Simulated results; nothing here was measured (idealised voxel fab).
process module | voxel wiring stack
cross-section cut | 190 nm wide | cells 5 nm
A cross-section is a grid of square cells, given in bands from the top down. A band is one or more rows of cells.
Each band's line starts with the height of the band's top and of its bottom, in nm. Then come its materials from left to right, each with its width in nm. One material with "throughout" fills the band from edge to edge. "air" is empty space.
Height 0 is the level under which the wafer as received is all one material. The lowest band goes on downwards, as in "0 down".
A width such as "30 to 40" changes by the same amount from each row of cells to the next, from the band's top row to its bottom row.
"no change" after a step means that no cell of the cross-section changed.
closed voids: empty space of 8 cells or more with no open way to the top, each as width x height at its distance from the left edge, in nm
after a step's settings: what the simulator itself notes on the step
overlay nm, on a step with a mask: how far to the right of its planned place the mask lay; to the left if negative
plan
1 op RECEIVE | material Si
2 op CONFORMAL_DEP | material SiO2 | thk nm 10
3 op CONFORMAL_DEP | material SiCN | thk nm 5
4 op DIRECTIONAL_DEP | material lowk | thk nm 25
5 op DIRECTIONAL_DEP | material aC | thk nm 15
6 op PATTERN | tone open | mask id METAL_1 | material resist | width nm 20 | pitch nm 40 | thk nm 35 | overlay nm 0
7 op DIRECTIONAL_ETCH | etch materials aC | depth nm 15
8 op STRIP | etch materials resist
9 op DIRECTIONAL_ETCH | etch materials lowk | depth nm 25
10 op DIRECTIONAL_ETCH | etch materials SiCN | depth nm 5
11 op STRIP | etch materials aC
12 op CONFORMAL_DEP | material TiN | thk nm 5
13 op FILL_DEP | material Ru | thk nm 5
14 op CMP | height nm 40
15 op CONFORMAL_DEP | material SiCN | thk nm 5
16 op DIRECTIONAL_DEP | material lowk | thk nm 15
17 op DIRECTIONAL_DEP | material aC | thk nm 15
18 op PATTERN | tone open | mask id PLUG_1 | material resist | width nm 15 | pitch nm 40 | thk nm 35 | overlay nm 0
19 op DIRECTIONAL_ETCH | etch materials aC | depth nm 15
20 op STRIP | etch materials resist
21 op DIRECTIONAL_ETCH | etch materials lowk | depth nm 15
22 op DIRECTIONAL_ETCH | etch materials SiCN | depth nm 5
23 op STRIP | etch materials aC
24 op EPI | material Ru | thk nm 10
25 op EPI | material Ru | thk nm 10
26 op CONFORMAL_DEP | material SiN | thk nm 5
27 op DIRECTIONAL_DEP | material SiO2 | thk nm 15
28 op MASKED_ETCH | tone open | mask id METAL_2 | width nm 20 | pitch nm 40 | etch materials SiO2 | depth nm 15 | overlay nm 0
29 op MASKED_ETCH | tone open | mask id METAL_2 | width nm 20 | pitch nm 40 | etch materials SiN | depth nm 5 | overlay nm 0
30 op CONFORMAL_DEP | material TiN | thk nm 5
31 op FILL_DEP | material W | thk nm 10
32 op CMP | height nm 80
33 op CONFORMAL_DEP | material SiN | thk nm 5
as received, after step 1
  0 down: Si throughout
  closed voids: none
first wafer at the end, as planned
  85 to 80: SiN throughout
  80 to 65: SiO2 25 | TiN 5 | W 10 | TiN 5 | SiO2 20 | TiN 5 | W 10 | TiN 5 | SiO2 20 | TiN 5 | W 10 | TiN 5 | SiO2 20 | TiN 5 | W 10 | TiN 5 | SiO2 25
  65 to 60: SiN 25 | TiN 20 | SiN 20 | TiN 20 | SiN 20 | TiN 20 | SiN 20 | TiN 20 | SiN 25
  60 to 45: lowk 25 | Ru 15 | lowk 25 | Ru 15 | lowk 25 | Ru 15 | lowk 25 | Ru 15 | lowk 30
  45 to 40: SiCN 25 | Ru 15 | SiCN 25 | Ru 15 | SiCN 25 | Ru 15 | SiCN 25 | Ru 15 | SiCN 30
  40 to 15: lowk 25 | TiN 5 | Ru 10 | TiN 5 | lowk 20 | TiN 5 | Ru 10 | TiN 5 | lowk 20 | TiN 5 | Ru 10 | TiN 5 | lowk 20 | TiN 5 | Ru 10 | TiN 5 | lowk 25
  15 to 10: SiCN 25 | TiN 20 | SiCN 20 | TiN 20 | SiCN 20 | TiN 20 | SiCN 20 | TiN 20 | SiCN 25
  10 to 0: SiO2 throughout
  0 down: Si throughout
  closed voids: none
second wafer at the end: like start, like plan, one mistake
  85 to 80: SiN throughout
  80 to 75: SiO2 25 | TiN 5 | W 10 | TiN 5 | SiO2 20 | TiN 5 | W 10 | TiN 5 | SiO2 20 | TiN 5 | W 10 | TiN 5 | SiO2 20 | TiN 5 | W 10 | TiN 5 | SiO2 25
  75 to 70: SiO2 10 | SiN 15 | TiN 20 | SiN 20 | TiN 20 | SiN 20 | TiN 20 | SiN 20 | TiN 20 | SiN 10 | SiO2 15
  70 to 65: SiO2 10 | SiN 5 | Ru 35 | SiN 5 | Ru 35 | SiN 5 | Ru 35 | SiN 5 | Ru 35 | SiN 5 | SiO2 15
  65 to 60: SiN 15 | Ru 35 | SiN 5 | Ru 35 | SiN 5 | Ru 35 | SiN 5 | Ru 35 | SiN 20
  60 to 45: lowk 25 | Ru 15 | lowk 25 | Ru 15 | lowk 25 | Ru 15 | lowk 25 | Ru 15 | lowk 30
  45 to 40: SiCN 25 | Ru 15 | SiCN 25 | Ru 15 | SiCN 25 | Ru 15 | SiCN 25 | Ru 15 | SiCN 30
  40 to 15: lowk 25 | TiN 5 | Ru 10 | TiN 5 | lowk 20 | TiN 5 | Ru 10 | TiN 5 | lowk 20 | TiN 5 | Ru 10 | TiN 5 | lowk 20 | TiN 5 | Ru 10 | TiN 5 | lowk 25
  15 to 10: SiCN 25 | TiN 20 | SiCN 20 | TiN 20 | SiCN 20 | TiN 20 | SiCN 20 | TiN 20 | SiCN 25
  10 to 0: SiO2 throughout
  0 down: Si throughout
  closed voids: none
what went wrong: one of the steps 24 and 25, which are alike, was run twice
at the end the second wafer has, in cells: 56 more of Ru | 10 more of SiN | 34 fewer of SiO2 | 16 fewer of TiN | 16 fewer of W
